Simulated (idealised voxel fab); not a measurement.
Title: Process Module voxel local oxidation
The figure presents cross-section cut, which has a width of 150 nm and is divided into square cells with an edge length of 5 nm.
This document writes a cross-section as a grid whose cells are square, and gives it as bands, listed from the top down; one or more rows of cells form a band.
First you get the band's top height and its bottom height, in nm, and then the materials it's made of, left to right, with each width in nm. If you see a single material with "all across", that one covers the band edge to edge. "empty" is empty space.
Convention: height 0 is the level below which the wafer, as received, is all one material. The lowest band does not terminate at the bottom but continues downward, represented as "0 down".
The width entry "30 to 40" should be interpreted row by row: the top row of cells in the band takes the first number, the bottom row takes the second number, and the change between adjacent rows is uniform throughout.
For the purposes of this document, the phrase "all unchanged" attached to a step denotes that no cell within the cross-section was modified by that step.
For the entry "Voids, enclosed", the listed items are empty spaces with no open way to the top whose size is 8 cells or more; each item follows the pattern width x height at distance, where distance is from the left edge and all three are in nm.
On each step's line, the part that comes after the settings is the simulator's own comment on the step.
The "overlay nm" setting may appear on a step's line; for a step that uses a mask, it gives how far to the right of its planned position the mask lay, and a negative value indicates the left.

# So here's the lineup of process steps we planned
- 1: RECEIVE | material Si
- 2: CONFORMAL_DEP | material SiO2 | thk nm 5
- 3: CONFORMAL_DEP | material SiN | thk nm 10
- 4: MASKED_ETCH | tone cover | mask id ACTIVE | width nm 90 | etch materials SiN | depth nm 10 | overlay nm 0
- 5: SELECTIVE_ETCH | etch materials SiO2 | depth nm 5
- 6: OXIDIZE | depth nm 15
- 7: STRIP | etch materials SiN

# As received (post step 1): cross-section
	0 down = Si all across
	Voids, enclosed: none

# Cross-sectional view of the first of the two wafers upon completion of the module, processed in accordance with the plan
	5 to 0 = empty=35 | SiO2=80 | empty=35
	0 to -15 = SiO2=50 | Si=50 | SiO2=50
	-15 down = Si all across
	Voids, enclosed: none

# Second wafer through the module, sectioned at the end: same beginning and same plan as the first wafer, with one mistake in carrying it out
	5 to 0 = empty=35 | SiO2=80 | empty=35
	0 to -25 = SiO2=60 | Si=30 | SiO2=60
	-25 down = Si all across
	Voids, enclosed: none
Nonconformance to the process plan: step 6 off recipe, ran as OXIDIZE | depth nm 25
End check, counted in cells, second wafer has more or fewer of these materials than the first: 60 fewer of Si | 60 more of SiO2
